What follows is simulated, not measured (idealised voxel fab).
Process module under the name voxel capacitor over wiring
Cross-section cut spans 220 nm and uses square cells 5 nm in size.
Each cross-section below is a grid of square cells, stated as bands in top-down order, with one or more rows of cells making up each band.
Within each band entry, the heights of the top and of the bottom of the band appear first, in that order and in nm; the materials of the band then follow from left to right, each with its corresponding width in nm. The designation "full width" on a single material indicates that it fills the band from edge to edge; the designation "empty" indicates empty space.
Counting heights begins at 0, where everything beneath is, in the wafer as received, one material. The lowest band has no bottom; it goes on downwards, as "0 and below" shows.
Graded width ("30->40"): value in top row of band = first number; value in bottom row = second number; row-to-row change constant.
Reading "no change occurred" for a step: not a cell of the cross-section changed in it.
Each empty space that has no open way to the top and spans at least 8 cells appears under "Closed void list" as width x height at distance, the distance counted from the left edge, all in nm.
If you see something after the settings on a step's line, that's the simulator's own remark about that step.
overlay nm: how far to the right of its planned place the mask lay on this masked step (negative: to the left).
[Intended process steps]
step 1: RECEIVE, material Si
step 2: CONFORMAL_DEP, material SiO2, thk nm 15
step 3: DIRECTIONAL_DEP, material TiN, thk nm 5
step 4: DIRECTIONAL_DEP, material W, thk nm 15
step 5: DIRECTIONAL_DEP, material aC, thk nm 15
step 6: PATTERN, tone cover, mask id METAL_1, material resist, width nm 30, pitch nm 90, thk nm 30, overlay nm 0
step 7: DIRECTIONAL_ETCH, etch materials aC, depth nm 15
step 8: STRIP, etch materials resist
step 9: DIRECTIONAL_ETCH, etch materials W, depth nm 15
step 10: DIRECTIONAL_ETCH, etch materials TiN, depth nm 5
step 11: STRIP, etch materials aC
step 12: CONFORMAL_DEP, material SiN, thk nm 5
step 13: FILL_DEP, material SiO2, thk nm 5
step 14: CMP, height nm 35
step 15: CONFORMAL_DEP, material SiCN, thk nm 5
step 16: DIRECTIONAL_DEP, material SiO2, thk nm 15
step 17: PATTERN, tone open, mask id PLUG_1, material resist, width nm 15, thk nm 15, overlay nm 0
step 18: DIRECTIONAL_ETCH, etch materials SiO2, depth nm 15
step 19: DIRECTIONAL_ETCH, etch materials SiCN, depth nm 5
step 20: STRIP, etch materials resist
step 21: CONFORMAL_DEP, material TiN, thk nm 5
step 22: FILL_DEP, material Cu, thk nm 10
step 23: CMP, height nm 55
step 24: DIRECTIONAL_DEP, material TiN, thk nm 10
step 25: DIRECTIONAL_DEP, material Al2O3, thk nm 5
step 26: DIRECTIONAL_DEP, material TiN, thk nm 5
step 27: PATTERN, tone cover, mask id UPPER_PLATE, material resist, width nm 65, thk nm 15, overlay nm 0
step 28: DIRECTIONAL_ETCH, etch materials TiN, depth nm 5
step 29: DIRECTIONAL_ETCH, etch materials Al2O3, depth nm 5
step 30: STRIP, etch materials resist
step 31: DIRECTIONAL_DEP, material aC, thk nm 10
step 32: PATTERN, tone cover, mask id LOWER_PLATE, material resist, width nm 75, thk nm 25, overlay nm 0
step 33: DIRECTIONAL_ETCH, etch materials aC, depth nm 10
step 34: STRIP, etch materials resist
step 35: DIRECTIONAL_ETCH, etch materials TiN, depth nm 10
step 36: STRIP, etch materials aC
step 37: FILL_DEP, material SiO2, thk nm 20
step 38: CMP, height nm 90
step 39: MASKED_ETCH, tone open, mask id PLUG_2, width nm 15, etch materials SiO2, depth nm 15, overlay nm 0
step 40: CONFORMAL_DEP, material TiN, thk nm 5
step 41: FILL_DEP, material W, thk nm 5
step 42: CMP, height nm 90
step 43: CONFORMAL_DEP, material SiCN, thk nm 5
[Of two wafers, the first: run according to plan]
[as received, after step 1]
  0 and below = Si full width
  Closed void list: none
[Cross-section of the wafer subsequent to step 2]
  15 down to 0 = SiO2 full width
  Lower than 0, everything is as it was.
[Cross-section of the wafer subsequent to step 3]
  20 down to 15 = TiN full width
  Lower than 15, everything is as it was.
[Cross-section of the wafer subsequent to step 4]
  35 down to 20 = W full width
  Lower than 20, everything is as it was.
[Cross-section of the wafer subsequent to step 5]
  50 down to 35 = aC full width
  Lower than 35, everything is as it was.
[Cross-section of the wafer subsequent to step 6]
  80 down to 50 = empty=50  resist=30  empty=60  resist=30  empty=50
  Lower than 50, everything is as it was.
[Cross-section of the wafer subsequent to step 7]
  65 down to 50 = empty=50  resist=30  empty=60  resist=30  empty=50
  50 down to 35 = empty=50  aC=30  empty=60  aC=30  empty=50
  Lower than 35, everything is as it was.
[Cross-section of the wafer subsequent to step 8]
  50 down to 35 = empty=50  aC=30  empty=60  aC=30  empty=50
  Lower than 35, everything is as it was.
[Cross-section of the wafer subsequent to step 9]
  50 down to 35 = empty=50  aC=30  empty=60  aC=30  empty=50
  35 down to 20 = empty=50  W=30  empty=60  W=30  empty=50
  Lower than 20, everything is as it was.
[Cross-section of the wafer subsequent to step 10]
  50 down to 35 = empty=50  aC=30  empty=60  aC=30  empty=50
  35 down to 20 = empty=50  W=30  empty=60  W=30  empty=50
  20 down to 15 = empty=50  TiN=30  empty=60  TiN=30  empty=50
  Lower than 15, everything is as it was.
[Cross-section of the wafer subsequent to step 11]
  35 down to 20 = empty=50  W=30  empty=60  W=30  empty=50
  Lower than 20, everything is as it was.
[Cross-section of the wafer subsequent to step 12]
  40 down to 35 = empty=45  SiN=40  empty=50  SiN=40  empty=45
  35 down to 20 = empty=45  SiN=5  W=30  SiN=5  empty=50  SiN=5  W=30  SiN=5  empty=45
  20 down to 15 = SiN=50  TiN=30  SiN=60  TiN=30  SiN=50
  Lower than 15, everything is as it was.
[Cross-section of the wafer subsequent to step 13]
  45 down to 40 = SiO2 full width
  40 down to 35 = SiO2=45  SiN=40  SiO2=50  SiN=40  SiO2=45
  35 down to 20 = SiO2=45  SiN=5  W=30  SiN=5  SiO2=50  SiN=5  W=30  SiN=5  SiO2=45
  Lower than 20, everything is as it was.
[Cross-section of the wafer subsequent to step 14]
  35 down to 20 = SiO2=45  SiN=5  W=30  SiN=5  SiO2=50  SiN=5  W=30  SiN=5  SiO2=45
  Lower than 20, everything is as it was.
[Cross-section of the wafer subsequent to step 15]
  40 down to 35 = SiCN full width
  Lower than 35, everything is as it was.
[Cross-section of the wafer subsequent to step 16]
  55 down to 40 = SiO2 full width
  Lower than 40, everything is as it was.
[Cross-section of the wafer subsequent to step 17]
  70 down to 55 = resist=65  empty=15  resist=140
  Lower than 55, everything is as it was.
[Cross-section of the wafer subsequent to step 18]
  70 down to 55 = resist=65  empty=15  resist=140
  55 down to 40 = SiO2=65  empty=15  SiO2=140
  Lower than 40, everything is as it was.
[Cross-section of the wafer subsequent to step 19]
  70 down to 55 = resist=65  empty=15  resist=140
  55 down to 40 = SiO2=65  empty=15  SiO2=140
  40 down to 35 = SiCN=65  empty=15  SiCN=140
  Lower than 35, everything is as it was.
[Cross-section of the wafer subsequent to step 20]
  55 down to 40 = SiO2=65  empty=15  SiO2=140
  Lower than 40, everything is as it was.
[Cross-section of the wafer subsequent to step 21]
  60 down to 55 = TiN=70  empty=5  TiN=145
  55 down to 40 = SiO2=65  TiN=5  empty=5  TiN=5  SiO2=140
  40 down to 35 = SiCN=65  TiN=15  SiCN=140
  Lower than 35, everything is as it was.
[Cross-section of the wafer subsequent to step 22]
  70 down to 60 = Cu full width
  60 down to 55 = TiN=70  Cu=5  TiN=145
  55 down to 40 = SiO2=65  TiN=5  Cu=5  TiN=5  SiO2=140
  Lower than 40, everything is as it was.
[Cross-section of the wafer subsequent to step 23]
  55 down to 40 = SiO2=65  TiN=5  Cu=5  TiN=5  SiO2=140
  Lower than 40, everything is as it was.
[Cross-section of the wafer subsequent to step 24]
  65 down to 55 = TiN full width
  Lower than 55, everything is as it was.
[Cross-section of the wafer subsequent to step 25]
  70 down to 65 = Al2O3 full width
  Lower than 65, everything is as it was.
[Cross-section of the wafer subsequent to step 26]
  75 down to 70 = TiN full width
  Lower than 70, everything is as it was.
[Cross-section of the wafer subsequent to step 27]
  90 down to 75 = empty=65  resist=65  empty=90
  Lower than 75, everything is as it was.
[Cross-section of the wafer subsequent to step 28]
  90 down to 75 = empty=65  resist=65  empty=90
  75 down to 70 = empty=65  TiN=65  empty=90
  Lower than 70, everything is as it was.
[Cross-section of the wafer subsequent to step 29]
  90 down to 75 = empty=65  resist=65  empty=90
  75 down to 70 = empty=65  TiN=65  empty=90
  70 down to 65 = empty=65  Al2O3=65  empty=90
  Lower than 65, everything is as it was.
[Cross-section of the wafer subsequent to step 30]
  75 down to 70 = empty=65  TiN=65  empty=90
  Lower than 70, everything is as it was.
[Cross-section of the wafer subsequent to step 31]
  85 down to 75 = empty=65  aC=65  empty=90
  75 down to 70 = aC=65  TiN=65  aC=90
  70 down to 65 = aC=65  Al2O3=65  aC=90
  Lower than 65, everything is as it was.
[Cross-section of the wafer subsequent to step 32]
  110 down to 85 = empty=60  resist=75  empty=85
  85 down to 75 = empty=60  resist=5  aC=65  resist=5  empty=85
  Lower than 75, everything is as it was.
[Cross-section of the wafer subsequent to step 33]
  100 down to 85 = empty=60  resist=75  empty=85
  85 down to 75 = empty=60  resist=5  aC=65  resist=5  empty=85
  75 down to 70 = empty=60  aC=5  TiN=65  aC=5  empty=85
  70 down to 65 = empty=60  aC=5  Al2O3=65  aC=5  empty=85
  Lower than 65, everything is as it was.
[Cross-section of the wafer subsequent to step 34]
  85 down to 75 = empty=65  aC=65  empty=90
  Lower than 75, everything is as it was.
[Cross-section of the wafer subsequent to step 35]
  85 down to 75 = empty=65  aC=65  empty=90
  75 down to 70 = empty=60  aC=5  TiN=65  aC=5  empty=85
  70 down to 65 = empty=60  aC=5  Al2O3=65  aC=5  empty=85
  65 down to 55 = empty=60  TiN=75  empty=85
  Lower than 55, everything is as it was.
[Cross-section of the wafer subsequent to step 36]
  75 down to 70 = empty=65  TiN=65  empty=90
  70 down to 65 = empty=65  Al2O3=65  empty=90
  Lower than 65, everything is as it was.
[Cross-section of the wafer subsequent to step 37]
  95 down to 75 = SiO2 full width
  75 down to 70 = SiO2=65  TiN=65  SiO2=90
  70 down to 65 = SiO2=65  Al2O3=65  SiO2=90
  65 down to 55 = SiO2=60  TiN=75  SiO2=85
  Lower than 55, everything is as it was.
[Cross-section of the wafer subsequent to step 38]
  90 down to 75 = SiO2 full width
  Lower than 75, everything is as it was.
[Cross-section of the wafer subsequent to step 39]
  90 down to 75 = SiO2=75  empty=15  SiO2=130
  Lower than 75, everything is as it was.
[Cross-section of the wafer subsequent to step 40]
  95 down to 90 = TiN=80  empty=5  TiN=135
  90 down to 80 = SiO2=75  TiN=5  empty=5  TiN=5  SiO2=130
  80 down to 70 = SiO2=75->65  TiN=15->65  SiO2=130->90
  Lower than 70, everything is as it was.
[Cross-section of the wafer subsequent to step 41]
  100 down to 95 = W full width
  95 down to 90 = TiN=80  W=5  TiN=135
  90 down to 80 = SiO2=75  TiN=5  W=5  TiN=5  SiO2=130
  Lower than 80, everything is as it was.
[Cross-section of the wafer subsequent to step 42]
  90 down to 80 = SiO2=75  TiN=5  W=5  TiN=5  SiO2=130
  Lower than 80, everything is as it was.
[Cross-section of the wafer subsequent to step 43]
  95 down to 90 = SiCN full width
  Lower than 90, everything is as it was.
[Wafer two. Same start, same plan, one slip in execution. Same as wafer one through step 25, inclusive]
[Planned end of step 26: second wafer, cross-section]
  85 down to 70 = TiN full width
  Lower than 70, everything is as it was.
[Planned end of step 27: second wafer, cross-section]
  100 down to 85 = empty=65  resist=65  empty=90
  Lower than 85, everything is as it was.
[Planned end of step 28: second wafer, cross-section]
  100 down to 85 = empty=65  resist=65  empty=90
  85 down to 80 = empty=65  TiN=65  empty=90
  Lower than 80, everything is as it was.
Planned end of step 29: second wafer, cross-section: no change occurred
[Planned end of step 30: second wafer, cross-section]
  85 down to 80 = empty=65  TiN=65  empty=90
  Lower than 80, everything is as it was.
[Planned end of step 31: second wafer, cross-section]
  95 down to 90 = empty=65  aC=65  empty=90
  90 down to 85 = aC full width
  85 down to 80 = aC=65  TiN=65  aC=90
  Lower than 80, everything is as it was.
[Planned end of step 32: second wafer, cross-section]
  120 down to 95 = empty=60  resist=75  empty=85
  95 down to 90 = empty=60  resist=5  aC=65  resist=5  empty=85
  Lower than 90, everything is as it was.
[Planned end of step 33: second wafer, cross-section]
  110 down to 95 = empty=60  resist=75  empty=85
  95 down to 90 = empty=60  resist=5  aC=65  resist=5  empty=85
  90 down to 85 = empty=60  aC=75  empty=85
  85 down to 80 = empty=60  aC=5  TiN=65  aC=5  empty=85
  Lower than 80, everything is as it was.
[Planned end of step 34: second wafer, cross-section]
  95 down to 85 = empty=65->60  aC=65->75  empty=90->85
  Lower than 85, everything is as it was.
[Planned end of step 35: second wafer, cross-section]
  95 down to 85 = empty=65->60  aC=65->75  empty=90->85
  85 down to 80 = empty=60  aC=5  TiN=65  aC=5  empty=85
  80 down to 70 = empty=60  TiN=75  empty=85
  Lower than 70, everything is as it was.
[Planned end of step 36: second wafer, cross-section]
  85 down to 80 = empty=65  TiN=65  empty=90
  Lower than 80, everything is as it was.
[Planned end of step 37: second wafer, cross-section]
  105 down to 85 = SiO2 full width
  85 down to 80 = SiO2=65  TiN=65  SiO2=90
  80 down to 70 = SiO2=60  TiN=75  SiO2=85
  Lower than 70, everything is as it was.
[Planned end of step 38: second wafer, cross-section]
  90 down to 85 = SiO2 full width
  Lower than 85, everything is as it was.
[Planned end of step 39: second wafer, cross-section]
  90 down to 85 = SiO2=75  empty=15  SiO2=130
  Lower than 85, everything is as it was.
[Planned end of step 40: second wafer, cross-section]
  95 down to 90 = TiN=80  empty=5  TiN=135
  90 down to 80 = SiO2=75->65  TiN=15->65  SiO2=130->90
  Lower than 80, everything is as it was.
[Planned end of step 41: second wafer, cross-section]
  100 down to 95 = W full width
  95 down to 90 = TiN=80  W=5  TiN=135
  Lower than 90, everything is as it was.
[Planned end of step 42: second wafer, cross-section]
  90 down to 80 = SiO2=75->65  TiN=15->65  SiO2=130->90
  Lower than 80, everything is as it was.
[Planned end of step 43: second wafer, cross-section]
  95 down to 90 = SiCN full width
  Lower than 90, everything is as it was.
What was done differently from what was planned? rather than as planned, step 26 actually ran as DIRECTIONAL_DEP, material TiN, thk nm 15
End of process, cell counts, second wafer against first, materials with more or fewer: +31 Al2O3 | -113 SiO2 | +84 TiN | -2 W
